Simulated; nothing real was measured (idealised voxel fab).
Title: Process Module voxel wiring stack
275 nm wide, 5 nm square cells: that's cross-section cut.
Cross-section spec: square-cell grid; bands listed top down; each band is one or more rows.
Read a band's entry like this: the first values are the height of its top and the height of its bottom in nm, and what follows is the sequence of materials from left to right, each with its width in nm. Note that "empty" is empty space, and that a single material marked "everywhere" reaches across the band from edge to edge.
For the purposes of this specification, 0 denotes the height below which the wafer in its as-received condition is composed wholly of one material, and the lowermost band, lacking a lower limit, extends downward without end, as expressed in "0 -> down".
Width: "30..40" (first number = top row, second number = bottom row, same change from row to row of cells).
Given "no modifications" for a step, no cell of the cross-section differs between before and after that step.
Closed-off voids of 8+ cells (no open route to the top) go in "Enclosed cavities", written width x height at distance from the left edge, in nm.
Past the settings on a step's line: simulator remark, on that step.
Each step line may optionally specify "overlay nm", which for a step with a mask gives the rightward distance between the mask's planned place and where it lay, a negative value indicating the leftward direction.
## This section lists the process steps that were planned
1,RECEIVE with material Si
2,CONFORMAL_DEP with material SiO2, thk nm 10
3,DIRECTIONAL_DEP with material TiN, thk nm 5
4,DIRECTIONAL_DEP with material Ru, thk nm 20
5,DIRECTIONAL_DEP with material aC, thk nm 10
6,PATTERN with tone cover, mask id METAL_1, material resist, width nm 25, pitch nm 40, thk nm 25, overlay nm 0
7,DIRECTIONAL_ETCH with etch materials aC, depth nm 10
8,STRIP with etch materials resist
9,DIRECTIONAL_ETCH with etch materials Ru, depth nm 20
10,DIRECTIONAL_ETCH with etch materials TiN, depth nm 5
11,STRIP with etch materials aC
12,CONFORMAL_DEP with material SiN, thk nm 5
13,FILL_DEP with material lowk, thk nm 5
14,CMP with height nm 35
15,CONFORMAL_DEP with material SiCN, thk nm 5
16,DIRECTIONAL_DEP with material lowk, thk nm 20
17,PATTERN with tone open, mask id PLUG_1, material resist, width nm 15, pitch nm 80, thk nm 20, overlay nm 0
18,DIRECTIONAL_ETCH with etch materials lowk, depth nm 20
19,DIRECTIONAL_ETCH with etch materials SiCN, depth nm 5
20,STRIP with etch materials resist
21,EPI with material Ru, thk nm 10
22,EPI with material Ru, thk nm 10
23,EPI with material Ru, thk nm 5
24,DIRECTIONAL_DEP with material TiN, thk nm 5
25,DIRECTIONAL_DEP with material W, thk nm 25
26,DIRECTIONAL_DEP with material aC, thk nm 10
27,PATTERN with tone cover, mask id METAL_2, material resist, width nm 25, pitch nm 40, thk nm 30, overlay nm 0
28,DIRECTIONAL_ETCH with etch materials aC, depth nm 10
29,STRIP with etch materials resist
30,DIRECTIONAL_ETCH with etch materials W, depth nm 25
31,DIRECTIONAL_ETCH with etch materials TiN, depth nm 5
32,STRIP with etch materials aC
33,FILL_DEP with material lowk, thk nm 10
34,CMP with height nm 90
35,CONFORMAL_DEP with material SiN, thk nm 5
## As-received state of the wafer in cross-section, equivalent to post-step 1
  0 -> down: Si everywhere
  Enclosed cavities: none
## End state of the module in cross-section, given the above starting point and plan and one mistake in execution
  95 -> 90: SiN everywhere
  90 -> 65: lowk (70), W (20), lowk (20), W (20), lowk (20), W (20), lowk (20), W (20), lowk (65)
  65 -> 60: lowk (70), TiN (20), lowk (20), TiN (20), lowk (20), TiN (20), lowk (20), TiN (20), lowk (65)
  60 -> 40: lowk (65), Ru (15), lowk (65), Ru (15), lowk (115)
  40 -> 35: SiCN (65), Ru (15), SiCN (65), Ru (15), SiCN (115)
  35 -> 15: lowk (60), SiN (5), Ru (25), SiN (5), lowk (5), SiN (5), Ru (25), SiN (5), lowk (5), SiN (5), Ru (25), SiN (5), lowk (5), SiN (5), Ru (25), SiN (5), lowk (60)
  15 -> 10: SiN (65), TiN (25), SiN (15), TiN (25), SiN (15), TiN (25), SiN (15), TiN (25), SiN (65)
  10 -> 0: SiO2 everywhere
  0 -> down: Si everywhere
  Enclosed cavities: none
Diagnosis: not per plan at step 27, really ran PATTERN with tone cover, mask id METAL_2, material resist, width nm 20, pitch nm 40, thk nm 30, overlay nm 0
